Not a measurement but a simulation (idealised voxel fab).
The following process module bears the name voxel self aligned contacts.
Xsec cut, 200 nm wide, square cell size 5 nm.
Cross-sections here: square-cell grids, written as top-down lists of bands, a band being one or more rows of cells.
In this notation a band is specified by the heights of its top and bottom, in that order and in nm, after which its materials appear from left to right, each paired with its width in nm. The word "throughout" attached to a single material means that material fills the band from edge to edge; the word "blank" stands for empty space.
We count height from 0. Below that, the starting wafer is all one material. The lowest band never ends at the bottom but goes on down; see "0 nm and below" for how that is written.
Think of "30..40" as a width that walks from the first number to the second as you go down the band, top row to bottom row, taking equal-sized steps from row to row.
For the purposes of this document, the phrase "changes: none" attached to a step denotes that no cell within the cross-section was modified by that step.
Entry "Closed void list" = empty spaces >= 8 cells with no open way to the top; each as width x height at distance, distance from left edge, all nm.
Step line, after settings: the simulator's comment on this step.
If you see "overlay nm" on a step's line and that step has a mask, it's telling you how far right of where it was planned the mask ended up; a negative number means it went left instead.

Here's what the planned process steps look like
step 1: RECEIVE | material Si
step 2: OXIDIZE | depth nm 5
step 3: DIRECTIONAL_DEP | material polySi | thk nm 30
step 4: DIRECTIONAL_DEP | material SiN | thk nm 25
step 5: MASKED_ETCH | tone cover | mask id GATE | width nm 25 | pitch nm 60 | etch materials SiN | depth nm 25 | overlay nm 0
step 6: MASKED_ETCH | tone cover | mask id GATE | width nm 25 | pitch nm 60 | etch materials polySi | depth nm 30 | overlay nm 0
step 7: CONFORMAL_DEP | material SiN | thk nm 10
step 8: DIRECTIONAL_ETCH | etch materials SiN | depth nm 10
step 9: FILL_DEP | material SiO2 | thk nm 15
step 10: CMP | height nm 65
step 11: MASKED_ETCH | tone open | mask id CONTACT | width nm 45 | pitch nm 60 | etch materials SiO2 | depth nm 70 | overlay nm 0
step 12: CONFORMAL_DEP | material TiN | thk nm 5
step 13: FILL_DEP | material W | thk nm 10
step 14: CMP | height nm 65
step 15: CONFORMAL_DEP | material SiCN | thk nm 5

First of two wafers: run as planned

Wafer cross-section on receipt, i.e. after step 1
* 0 nm and below = Si throughout
* Closed void list: none

After step 2, in cross-section
* 0 nm to -5 nm = SiO2 throughout
* Nothing below the height -5 has changed.

After step 3, in cross-section
* 30 nm to 0 nm = polySi throughout
* Nothing below the height 0 has changed.

After step 4, in cross-section
* 55 nm to 30 nm = SiN throughout
* Nothing below the height 30 has changed.

After step 5, in cross-section
* 55 nm to 30 nm = 25 blank  25 SiN  35 blank  25 SiN  35 blank  25 SiN  30 blank
* Nothing below the height 30 has changed.

After step 6, in cross-section
* 55 nm to 30 nm = 25 blank  25 SiN  35 blank  25 SiN  35 blank  25 SiN  30 blank
* 30 nm to 0 nm = 25 blank  25 polySi  35 blank  25 polySi  35 blank  25 polySi  30 blank
* Nothing below the height 0 has changed.

After step 7, in cross-section
* 65 nm to 30 nm = 15 blank  45 SiN  15 blank  45 SiN  15 blank  45 SiN  20 blank
* 30 nm to 10 nm = 15 blank  10 SiN  25 polySi  10 SiN  15 blank  10 SiN  25 polySi  10 SiN  15 blank  10 SiN  25 polySi  10 SiN  20 blank
* 10 nm to 0 nm = 25 SiN  25 polySi  35 SiN  25 polySi  35 SiN  25 polySi  30 SiN
* Nothing below the height 0 has changed.

After step 8, in cross-section
* 55 nm to 30 nm = 15 blank  45 SiN  15 blank  45 SiN  15 blank  45 SiN  20 blank
* 30 nm to 0 nm = 15 blank  10 SiN  25 polySi  10 SiN  15 blank  10 SiN  25 polySi  10 SiN  15 blank  10 SiN  25 polySi  10 SiN  20 blank
* Nothing below the height 0 has changed.

After step 9, in cross-section
* 70 nm to 55 nm = SiO2 throughout
* 55 nm to 30 nm = 15 SiO2  45 SiN  15 SiO2  45 SiN  15 SiO2  45 SiN  20 SiO2
* 30 nm to 0 nm = 15 SiO2  10 SiN  25 polySi  10 SiN  15 SiO2  10 SiN  25 polySi  10 SiN  15 SiO2  10 SiN  25 polySi  10 SiN  20 SiO2
* Nothing below the height 0 has changed.

After step 10, in cross-section
* 65 nm to 55 nm = SiO2 throughout
* Nothing below the height 55 has changed.

After step 11, in cross-section
* 65 nm to 55 nm = 45 SiO2  45 blank  15 SiO2  45 blank  50 SiO2
* 55 nm to 30 nm = 15 SiO2  45 SiN  15 blank  45 SiN  15 blank  45 SiN  20 SiO2
* 30 nm to 0 nm = 15 SiO2  10 SiN  25 polySi  10 SiN  15 blank  10 SiN  25 polySi  10 SiN  15 blank  10 SiN  25 polySi  10 SiN  20 SiO2
* 0 nm to -5 nm = 60 SiO2  15 blank  45 SiO2  15 blank  65 SiO2
* Nothing below the height -5 has changed.

After step 12, in cross-section
* 70 nm to 65 nm = 50 TiN  35 blank  25 TiN  35 blank  55 TiN
* 65 nm to 55 nm = 45 SiO2  5..20 TiN  35..5 blank  5..20 TiN  15 SiO2  5..20 TiN  35..5 blank  5..20 TiN  50 SiO2
* 55 nm to 30 nm = 15 SiO2  45 SiN  5 TiN  5 blank  5 TiN  45 SiN  5 TiN  5 blank  5 TiN  45 SiN  20 SiO2
* 30 nm to 0 nm = 15 SiO2  10 SiN  25 polySi  10 SiN  5 TiN  5 blank  5 TiN  10 SiN  25 polySi  10 SiN  5 TiN  5 blank  5 TiN  10 SiN  25 polySi  10 SiN  20 SiO2
* 0 nm to -5 nm = 60 SiO2  15 TiN  45 SiO2  15 TiN  65 SiO2
* Nothing below the height -5 has changed.

After step 13, in cross-section
* 80 nm to 70 nm = W throughout
* 70 nm to 65 nm = 50 TiN  35 W  25 TiN  35 W  55 TiN
* 65 nm to 55 nm = 45 SiO2  5..20 TiN  35..5 W  5..20 TiN  15 SiO2  5..20 TiN  35..5 W  5..20 TiN  50 SiO2
* 55 nm to 30 nm = 15 SiO2  45 SiN  5 TiN  5 W  5 TiN  45 SiN  5 TiN  5 W  5 TiN  45 SiN  20 SiO2
* 30 nm to 0 nm = 15 SiO2  10 SiN  25 polySi  10 SiN  5 TiN  5 W  5 TiN  10 SiN  25 polySi  10 SiN  5 TiN  5 W  5 TiN  10 SiN  25 polySi  10 SiN  20 SiO2
* Nothing below the height 0 has changed.

After step 14, in cross-section
* 65 nm to 55 nm = 45 SiO2  5..20 TiN  35..5 W  5..20 TiN  15 SiO2  5..20 TiN  35..5 W  5..20 TiN  50 SiO2
* Nothing below the height 55 has changed.

After step 15, in cross-section
* 70 nm to 65 nm = SiCN throughout
* Nothing below the height 65 has changed.

For the second wafer, take the first wafer's start and plan, then add one mistake made in running it; everything through step 2, that step included, is shared with the first

Second wafer profile in section, at the moment step 3 of the plan was meant to be complete
* 60 nm to 0 nm = polySi throughout
* Nothing below the height 0 has changed.

Second wafer profile in section, at the moment step 4 of the plan was meant to be complete
* 85 nm to 60 nm = SiN throughout
* Nothing below the height 60 has changed.

Second wafer profile in section, at the moment step 5 of the plan was meant to be complete
* 85 nm to 60 nm = 25 blank  25 SiN  35 blank  25 SiN  35 blank  25 SiN  30 blank
* Nothing below the height 60 has changed.

Second wafer profile in section, at the moment step 6 of the plan was meant to be complete
* 85 nm to 60 nm = 25 blank  25 SiN  35 blank  25 SiN  35 blank  25 SiN  30 blank
* 60 nm to 30 nm = 25 blank  25 polySi  35 blank  25 polySi  35 blank  25 polySi  30 blank
* Nothing below the height 30 has changed.

Second wafer profile in section, at the moment step 7 of the plan was meant to be complete
* 95 nm to 60 nm = 15 blank  45 SiN  15 blank  45 SiN  15 blank  45 SiN  20 blank
* 60 nm to 40 nm = 15 blank  10 SiN  25 polySi  10 SiN  15 blank  10 SiN  25 polySi  10 SiN  15 blank  10 SiN  25 polySi  10 SiN  20 blank
* 40 nm to 30 nm = 25 SiN  25 polySi  35 SiN  25 polySi  35 SiN  25 polySi  30 SiN
* Nothing below the height 30 has changed.

Second wafer profile in section, at the moment step 8 of the plan was meant to be complete
* 85 nm to 60 nm = 15 blank  45 SiN  15 blank  45 SiN  15 blank  45 SiN  20 blank
* 60 nm to 30 nm = 15 blank  10 SiN  25 polySi  10 SiN  15 blank  10 SiN  25 polySi  10 SiN  15 blank  10 SiN  25 polySi  10 SiN  20 blank
* Nothing below the height 30 has changed.

Second wafer profile in section, at the moment step 9 of the plan was meant to be complete
* 100 nm to 85 nm = SiO2 throughout
* 85 nm to 60 nm = 15 SiO2  45 SiN  15 SiO2  45 SiN  15 SiO2  45 SiN  20 SiO2
* 60 nm to 30 nm = 15 SiO2  10 SiN  25 polySi  10 SiN  15 SiO2  10 SiN  25 polySi  10 SiN  15 SiO2  10 SiN  25 polySi  10 SiN  20 SiO2
* Nothing below the height 30 has changed.

Second wafer profile in section, at the moment step 10 of the plan was meant to be complete
* 65 nm to 60 nm = 15 SiO2  45 SiN  15 SiO2  45 SiN  15 SiO2  45 SiN  20 SiO2
* Nothing below the height 60 has changed.

Second wafer profile in section, at the moment step 11 of the plan was meant to be complete
* 65 nm to 60 nm = 15 SiO2  45 SiN  15 blank  45 SiN  15 blank  45 SiN  20 SiO2
* 60 nm to 30 nm = 15 SiO2  10 SiN  25 polySi  10 SiN  15 blank  10 SiN  25 polySi  10 SiN  15 blank  10 SiN  25 polySi  10 SiN  20 SiO2
* Nothing below the height 30 has changed.

Second wafer profile in section, at the moment step 12 of the plan was meant to be complete
* 70 nm to 65 nm = 65 TiN  5 blank  55 TiN  5 blank  70 TiN
* 65 nm to 60 nm = 15 SiO2  45 SiN  5 TiN  5 blank  5 TiN  45 SiN  5 TiN  5 blank  5 TiN  45 SiN  20 SiO2
* 60 nm to 35 nm = 15 SiO2  10 SiN  25 polySi  10 SiN  5 TiN  5 blank  5 TiN  10 SiN  25 polySi  10 SiN  5 TiN  5 blank  5 TiN  10 SiN  25 polySi  10 SiN  20 SiO2
* 35 nm to 30 nm = 15 SiO2  10 SiN  25 polySi  10 SiN  15 TiN  10 SiN  25 polySi  10 SiN  15 TiN  10 SiN  25 polySi  10 SiN  20 SiO2
* Nothing below the height 30 has changed.

Second wafer profile in section, at the moment step 13 of the plan was meant to be complete
* 80 nm to 70 nm = W throughout
* 70 nm to 65 nm = 65 TiN  5 W  55 TiN  5 W  70 TiN
* 65 nm to 60 nm = 15 SiO2  45 SiN  5 TiN  5 W  5 TiN  45 SiN  5 TiN  5 W  5 TiN  45 SiN  20 SiO2
* 60 nm to 35 nm = 15 SiO2  10 SiN  25 polySi  10 SiN  5 TiN  5 W  5 TiN  10 SiN  25 polySi  10 SiN  5 TiN  5 W  5 TiN  10 SiN  25 polySi  10 SiN  20 SiO2
* Nothing below the height 35 has changed.

Second wafer profile in section, at the moment step 14 of the plan was meant to be complete
* 65 nm to 60 nm = 15 SiO2  45 SiN  5 TiN  5 W  5 TiN  45 SiN  5 TiN  5 W  5 TiN  45 SiN  20 SiO2
* Nothing below the height 60 has changed.

Second wafer profile in section, at the moment step 15 of the plan was meant to be complete
* 70 nm to 65 nm = SiCN throughout
* Nothing below the height 65 has changed.
It is concluded that the wafer was processed incorrectly with respect to the plan, in that heads up, step 3 of the plan got done twice
Once processing is complete, comparing cell counts shows that the second wafer has more or fewer of certain materials than the first: SiN -108, SiO2 -66, TiN -40, W -26, polySi +240
